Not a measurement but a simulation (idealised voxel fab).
process module | voxel ribs on slabs
cross-section cut | 140 nm wide | cells 5 nm
A cross-section is a grid of square cells, given in bands from the top down. A band is one or more rows of cells.
Each band's line starts with the height of the band's top and of its bottom, in nm. Then come its materials from left to right, each with its width in nm. One material with "throughout" fills the band from edge to edge. "air" is empty space.
Height 0 is the level under which the wafer as received is all one material. The lowest band goes on downwards, as in "0 down".
A width such as "30 to 40" changes by the same amount from each row of cells to the next, from the band's top row to its bottom row.
"no change" after a step means that no cell of the cross-section changed.
closed voids: empty space of 8 cells or more with no open way to the top, each as width x height at its distance from the left edge, in nm
after a step's settings: what the simulator itself notes on the step
overlay nm, on a step with a mask: how far to the right of its planned place the mask lay; to the left if negative
plan
1 op RECEIVE | material Si
2 op DIRECTIONAL_DEP | material SiO2 | thk nm 30
3 op DIRECTIONAL_DEP | material polySi | thk nm 15
4 op MASKED_ETCH | tone cover | mask id RIB | width nm 30 | etch materials polySi | depth nm 5 | overlay nm 0
5 op PATTERN | tone cover | mask id SLAB | material resist | width nm 90 | thk nm 15 | overlay nm 0
6 op DIRECTIONAL_ETCH | etch materials polySi | depth nm 10
7 op STRIP | etch materials resist
8 op FILL_DEP | material SiO2 | thk nm 30
9 op CMP | height nm 65
10 op DIRECTIONAL_DEP | material W | thk nm 10
11 op PATTERN | tone cover | mask id HEATER | material resist | width nm 40 | thk nm 15 | overlay nm 0
12 op DIRECTIONAL_ETCH | etch materials W | depth nm 10
13 op STRIP | etch materials resist
14 op CONFORMAL_DEP | material SiO2 | thk nm 10
first wafer, as planned
as received, after step 1
  0 down: Si throughout
  closed voids: none
after step 2
  30 to 0: SiO2 throughout
  below 0: unchanged
after step 3
  45 to 30: polySi throughout
  below 30: unchanged
after step 4
  45 to 40: air 55 | polySi 30 | air 55
  below 40: unchanged
after step 5
  60 to 45: air 25 | resist 90 | air 25
  45 to 40: air 25 | resist 30 | polySi 30 | resist 30 | air 25
  below 40: unchanged
after step 6
  60 to 45: air 25 | resist 90 | air 25
  45 to 40: air 25 | resist 30 | polySi 30 | resist 30 | air 25
  40 to 30: air 25 | polySi 90 | air 25
  below 30: unchanged
after step 7
  45 to 40: air 55 | polySi 30 | air 55
  below 40: unchanged
after step 8
  75 to 45: SiO2 throughout
  45 to 40: SiO2 55 | polySi 30 | SiO2 55
  40 to 30: SiO2 25 | polySi 90 | SiO2 25
  below 30: unchanged
after step 9
  65 to 45: SiO2 throughout
  below 45: unchanged
after step 10
  75 to 65: W throughout
  below 65: unchanged
after step 11
  90 to 75: air 50 | resist 40 | air 50
  below 75: unchanged
after step 12
  90 to 75: air 50 | resist 40 | air 50
  75 to 65: air 50 | W 40 | air 50
  below 65: unchanged
after step 13
  75 to 65: air 50 | W 40 | air 50
  below 65: unchanged
after step 14
  85 to 75: air 40 | SiO2 60 | air 40
  75 to 65: SiO2 50 | W 40 | SiO2 50
  below 65: unchanged
second wafer: like start, like plan, one mistake. Through step 4 it matches the first wafer
when step 5 should have ended
  60 to 45: resist 25 | air 90 | resist 25
  45 to 40: resist 25 | air 30 | polySi 30 | air 30 | resist 25
  below 40: unchanged
when step 6 should have ended
  60 to 40: resist 25 | air 90 | resist 25
  40 to 35: polySi 25 | air 90 | polySi 25
  35 to 30: polySi 25 | air 30 | polySi 30 | air 30 | polySi 25
  below 30: unchanged
when step 7 should have ended
  40 to 35: polySi 25 | air 90 | polySi 25
  below 35: unchanged
when step 8 should have ended
  70 to 40: SiO2 throughout
  40 to 35: polySi 25 | SiO2 90 | polySi 25
  35 to 30: polySi 25 | SiO2 30 | polySi 30 | SiO2 30 | polySi 25
  below 30: unchanged
when step 9 should have ended
  65 to 40: SiO2 throughout
  below 40: unchanged
when step 10 should have ended
  75 to 65: W throughout
  below 65: unchanged
when step 11 should have ended
  90 to 75: air 50 | resist 40 | air 50
  below 75: unchanged
when step 12 should have ended
  90 to 75: air 50 | resist 40 | air 50
  75 to 65: air 50 | W 40 | air 50
  below 65: unchanged
when step 13 should have ended
  75 to 65: air 50 | W 40 | air 50
  below 65: unchanged
when step 14 should have ended
  85 to 75: air 40 | SiO2 60 | air 40
  75 to 65: SiO2 50 | W 40 | SiO2 50
  below 65: unchanged
what went wrong: step 5 ran as: op PATTERN | tone open | mask id SLAB | material resist | width nm 90 | thk nm 15 | overlay nm 0
at the end the second wafer has, in cells: 16 more of SiO2 | 16 fewer of polySi
